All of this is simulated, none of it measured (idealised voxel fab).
process module | voxel ribs on slabs
cross-section cut | 230 nm wide | cells 5 nm
A cross-section is a grid of square cells, given in bands from the top down. A band is one or more rows of cells.
Each band's line starts with the height of the band's top and of its bottom, in nm. Then come its materials from left to right, each with its width in nm. One material with "throughout" fills the band from edge to edge. "air" is empty space.
Height 0 is the level under which the wafer as received is all one material. The lowest band goes on downwards, as in "0 down".
A width such as "30 to 40" changes by the same amount from each row of cells to the next, from the band's top row to its bottom row.
"no change" after a step means that no cell of the cross-section changed.
closed voids: empty space of 8 cells or more with no open way to the top, each as width x height at its distance from the left edge, in nm
after a step's settings: what the simulator itself notes on the step
overlay nm, on a step with a mask: how far to the right of its planned place the mask lay; to the left if negative
plan
1 op RECEIVE | material Si
2 op DIRECTIONAL_DEP | material SiO2 | thk nm 30
3 op DIRECTIONAL_DEP | material SiN | thk nm 25
4 op DIRECTIONAL_DEP | material aC | thk nm 10
5 op PATTERN | tone cover | mask id RIB | material resist | width nm 25 | thk nm 25 | overlay nm 0
6 op DIRECTIONAL_ETCH | etch materials aC | depth nm 10
7 op STRIP | etch materials resist
8 op DIRECTIONAL_ETCH | etch materials SiN | depth nm 10
9 op STRIP | etch materials aC
10 op DIRECTIONAL_DEP | material aC | thk nm 15
11 op PATTERN | tone cover | mask id SLAB | material resist | width nm 85 | thk nm 30 | overlay nm 0
12 op DIRECTIONAL_ETCH | etch materials aC | depth nm 15
13 op STRIP | etch materials resist
14 op DIRECTIONAL_ETCH | etch materials SiN | depth nm 15
15 op STRIP | etch materials aC
16 op FILL_DEP | material SiO2 | thk nm 15
17 op CMP | height nm 65
18 op DIRECTIONAL_DEP | material TiN | thk nm 5
19 op PATTERN | tone cover | mask id HEATER | material resist | width nm 35 | thk nm 20 | overlay nm -15
20 op DIRECTIONAL_ETCH | etch materials TiN | depth nm 5
21 op STRIP | etch materials resist
22 op CONFORMAL_DEP | material SiN | thk nm 10
varied across the wafers: overlay nm of step 19. The plan shows the first wafer's value. All wafers start alike
first wafer as received, after step 1
  0 down: Si throughout
  closed voids: none
first wafer at the end, after step 22
  80 to 75: air 70 | SiN 55 | air 105
  75 to 70: SiN throughout
  70 to 65: SiN 80 | TiN 35 | SiN 115
  65 to 55: SiO2 throughout
  55 to 45: SiO2 100 | SiN 25 | SiO2 105
  45 to 30: SiO2 70 | SiN 85 | SiO2 75
  30 to 0: SiO2 throughout
  0 down: Si throughout
  closed voids: none
last wafer at the end
  80 to 75: air 100 | SiN 55 | air 75
  75 to 70: SiN throughout
  70 to 65: SiN 110 | TiN 35 | SiN 85
  65 to 55: SiO2 throughout
  55 to 45: SiO2 100 | SiN 25 | SiO2 105
  45 to 30: SiO2 70 | SiN 85 | SiO2 75
  30 to 0: SiO2 throughout
  0 down: Si throughout
  closed voids: none
each wafer at the end: cells of each material gained (+) or lost (-) since it was received, then its closed voids
overlay nm -15 | +157 SiN | +537 SiO2 | +7 TiN | closed voids: none
overlay nm -10 | +157 SiN | +537 SiO2 | +7 TiN | closed voids: none
overlay nm -5 | +157 SiN | +537 SiO2 | +7 TiN | closed voids: none
overlay nm 0 | +157 SiN | +537 SiO2 | +7 TiN | closed voids: none
overlay nm 5 | +157 SiN | +537 SiO2 | +7 TiN | closed voids: none
overlay nm 10 | +157 SiN | +537 SiO2 | +7 TiN | closed voids: none
overlay nm 15 | +157 SiN | +537 SiO2 | +7 TiN | closed voids: none
